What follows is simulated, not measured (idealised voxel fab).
The document below concerns the process module designated voxel lift off.
cross-section cut | 155 nm wide | cells 5 nm
When this document writes out a cross-section, it uses a grid of square cells and lists it as bands, beginning at the top and moving down, with a band standing for one or more rows of cells. Per band: top height and bottom height in nm, followed by the left-to-right materials and their widths in nm; "all across" marks a single material spanning edge to edge, "blank" marks empty space. Counting heights begins at 0, where everything beneath is, in the wafer as received, one material. The lowest band has no bottom; it goes on downwards, as "0 -> down" shows. It should be noted that a width expressed as "30 to 40" varies in equal increments from row to row of cells within the band, taking the value of the first number at the top row and that of the second number at the bottom row. Given "no alterations made" for a step, no cell of the cross-section differs between before and after that step. Under "Fully sealed cavities" you'll find the enclosed gaps, the ones with no way out to the top, that are 8 cells or bigger; each reads width x height at distance, with distance counted from the left edge, everything in nm. Text after the settings on a step's line: the simulator's own remark on that step. overlay nm: for a step with a mask, the amount by which the mask lay right of where it was planned; a negative amount means left of it.

-- Planned process steps
1. RECEIVE | material Si
2. CONFORMAL_DEP | material Al2O3 | thk nm 5
3. PATTERN | tone open | mask id LINES | material resist | width nm 15 | pitch nm 30 | thk nm 25 | overlay nm 0
4. DIRECTIONAL_DEP | material Ru | thk nm 15
5. STRIP | etch materials resist
6. CONFORMAL_DEP | material SiO2 | thk nm 5
Don't read the plan's thk nm for step 2 as applying to every wafer: that's the first wafer's value, and the wafers differ in it, though they all start identical.

-- Incoming state of the first of several wafers in cross-section: after step 1
- 0 -> down  Si all across
- Fully sealed cavities: none

-- First wafer of several, cross-section, module end, after step 6 (last)
- 25 -> 20  blank (20), SiO2 (25), blank (5), SiO2 (25), blank (5), SiO2 (25), blank (5), SiO2 (25), blank (20)
- 20 -> 10  blank (20), SiO2 (5), Ru (15), SiO2 (5), blank (5), SiO2 (5), Ru (15), SiO2 (5), blank (5), SiO2 (5), Ru (15), SiO2 (5), blank (5), SiO2 (5), Ru (15), SiO2 (5), blank (20)
- 10 -> 5  SiO2 (25), Ru (15), SiO2 (15), Ru (15), SiO2 (15), Ru (15), SiO2 (15), Ru (15), SiO2 (25)
- 5 -> 0  Al2O3 all across
- 0 -> down  Si all across
- Fully sealed cavities: none

-- Cross-sectional depiction of the last of several wafers upon completion of the module
- 40 -> 35  blank (20), SiO2 (25), blank (5), SiO2 (25), blank (5), SiO2 (25), blank (5), SiO2 (25), blank (20)
- 35 -> 25  blank (20), SiO2 (5), Ru (15), SiO2 (5), blank (5), SiO2 (5), Ru (15), SiO2 (5), blank (5), SiO2 (5), Ru (15), SiO2 (5), blank (5), SiO2 (5), Ru (15), SiO2 (5), blank (20)
- 25 -> 20  SiO2 (25), Ru (15), SiO2 (15), Ru (15), SiO2 (15), Ru (15), SiO2 (15), Ru (15), SiO2 (25)
- 20 -> 0  Al2O3 all across
- 0 -> down  Si all across
- Fully sealed cavities: none

-- Quick key for the table: a row per wafer, taken at the end of the module. For each material it tells you how many cells the wafer gained (+) or lost (-) since it came in, and the closed voids come after
thk nm 5 | +31 Al2O3 | +36 Ru | +55 SiO2 | Fully sealed cavities: none
thk nm 10 | +62 Al2O3 | +36 Ru | +55 SiO2 | Fully sealed cavities: none
thk nm 15 | +93 Al2O3 | +36 Ru | +55 SiO2 | Fully sealed cavities: none
thk nm 20 | +124 Al2O3 | +36 Ru | +55 SiO2 | Fully sealed cavities: none
